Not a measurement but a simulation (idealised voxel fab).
The name of this process module is voxel wiring stack.
Cross-section cut spans 195 nm and uses square cells 5 nm in size.
A cross-section in this document is a grid of square cells, and it is written down as bands, the top band listed before the ones below it; a band is made up of one or more rows of cells. Within each band entry, the heights of the top and of the bottom of the band appear first, in that order and in nm; the materials of the band then follow from left to right, each with its corresponding width in nm. The designation "full width" on a single material indicates that it fills the band from edge to edge; the designation "air" indicates empty space. Counting heights begins at 0, where everything beneath is, in the wafer as received, one material. The lowest band has no bottom; it goes on downwards, as "z 0 and below" shows. A width such as "30..40" changes by the same amount from each row of cells to the next, from the band's top row to its bottom row. The designation "no modifications", where it is given for a processing step, indicates that no cell of the cross-section was altered in the course of that step. Sealed-off cavities: empty space of 8 cells or more with no open way to the top, each as width x height at its distance from the left edge, in nm. Formally, on a step line, whatever follows the settings is a remark that the simulator itself makes on the step. A step line may carry the setting "overlay nm", which, for steps involving a mask, states the distance by which the mask lay to the right of its intended position; negative values denote displacement to the left. Pairs follow: section before one process step, section after it down to the lowest changed band, step with settings underneath. Pairs may come from different runs of this module on the same starting wafer; continuity with the pair above only as stated in the "Cross-section, before" entry.

# Cross-section, before
* z 170 to 165 | Cu full width
* z 165 to 160 | TiN: 45, then Cu: 10, then TiN: 35, then Cu: 10, then TiN: 35, then Cu: 10, then TiN: 50
* z 160 to 135 | SiO2: 40, then TiN: 5, then Cu: 10, then TiN: 5, then SiO2: 25, then TiN: 5, then Cu: 10, then TiN: 5, then SiO2: 25, then TiN: 5, then Cu: 10, then TiN: 5, then SiO2: 45
* z 135 to 130 | SiCN: 40, then TiN: 20, then SiCN: 25, then TiN: 20, then SiCN: 25, then TiN: 20, then SiCN: 45
* z 130 to 125 | Cu: 35, then TiN: 5, then lowk: 15, then TiN: 5, then Cu: 20, then TiN: 5, then lowk: 15, then TiN: 5, then Cu: 20, then TiN: 5, then lowk: 15, then TiN: 5, then Cu: 45
* z 125 to 120 | TiN: 40, then lowk: 15, then TiN: 30, then lowk: 15, then TiN: 30, then lowk: 15, then TiN: 50
* z 120 to 115 | SiCN full width
* z 115 to 105 | lowk: 40, then TiN: 5, then Cu: 10, then TiN: 5, then lowk: 25, then TiN: 5, then Cu: 10, then TiN: 5, then lowk: 25, then TiN: 5, then Cu: 10, then TiN: 5, then lowk: 45
* z 105 to 100 | lowk: 40, then TiN: 5, then Cu: 5, then TiN: 10, then lowk: 25, then TiN: 5, then Cu: 5, then TiN: 10, then lowk: 25, then TiN: 5, then Cu: 5, then TiN: 10, then lowk: 45
* z 100 to 85 | lowk: 40, then TiN: 5, then Cu: 5, then TiN: 5, then lowk: 30, then TiN: 5, then Cu: 5, then TiN: 5, then lowk: 30, then TiN: 5, then Cu: 5, then TiN: 5, then lowk: 50
* z 85 to 80 | SiCN: 40, then TiN: 15, then SiCN: 30, then TiN: 15, then SiCN: 30, then TiN: 15, then SiCN: 50
* z 80 to 65 | SiO2: 40, then TiN: 5, then Cu: 10, then TiN: 5, then SiO2: 25, then TiN: 5, then Cu: 10, then TiN: 5, then SiO2: 25, then TiN: 5, then Cu: 10, then TiN: 5, then SiO2: 45
* z 65 to 60 | SiN: 40, then TiN: 20, then SiN: 25, then TiN: 20, then SiN: 25, then TiN: 20, then SiN: 45
* z 60 to 45 | lowk: 40, then Ru: 15, then lowk: 30, then Ru: 15, then lowk: 30, then Ru: 15, then lowk: 50
* z 45 to 40 | SiCN: 40, then Ru: 15, then SiCN: 30, then Ru: 15, then SiCN: 30, then Ru: 15, then SiCN: 50
* z 40 to 20 | lowk: 40, then Ru: 20, then lowk: 25, then Ru: 20, then lowk: 25, then Ru: 20, then lowk: 45
* z 20 to 15 | lowk: 40, then TiN: 20, then lowk: 25, then TiN: 20, then lowk: 25, then TiN: 20, then lowk: 45
* z 15 to 0 | SiO2 full width
* z 0 and below | Si full width
* Sealed-off cavities: none

# Post-Process Section
* z 160 to 135 | SiO2: 40, then TiN: 5, then Cu: 10, then TiN: 5, then SiO2: 25, then TiN: 5, then Cu: 10, then TiN: 5, then SiO2: 25, then TiN: 5, then Cu: 10, then TiN: 5, then SiO2: 45
* Rest of section, below 135: as before.
* Sealed-off cavities: none
Step lying between the two cross-sections just above: CMP,height nm 160

Cross-section, before: the wafer arrives at this step looking as the after cross-section in the pair just above shows it.

# Post-Process Section
* z 165 to 160 | SiCN full width
* Rest of section, below 160: as before.
* Sealed-off cavities: none
Step lying between the two cross-sections just above: CONFORMAL_DEP,material SiCN,thk nm 5
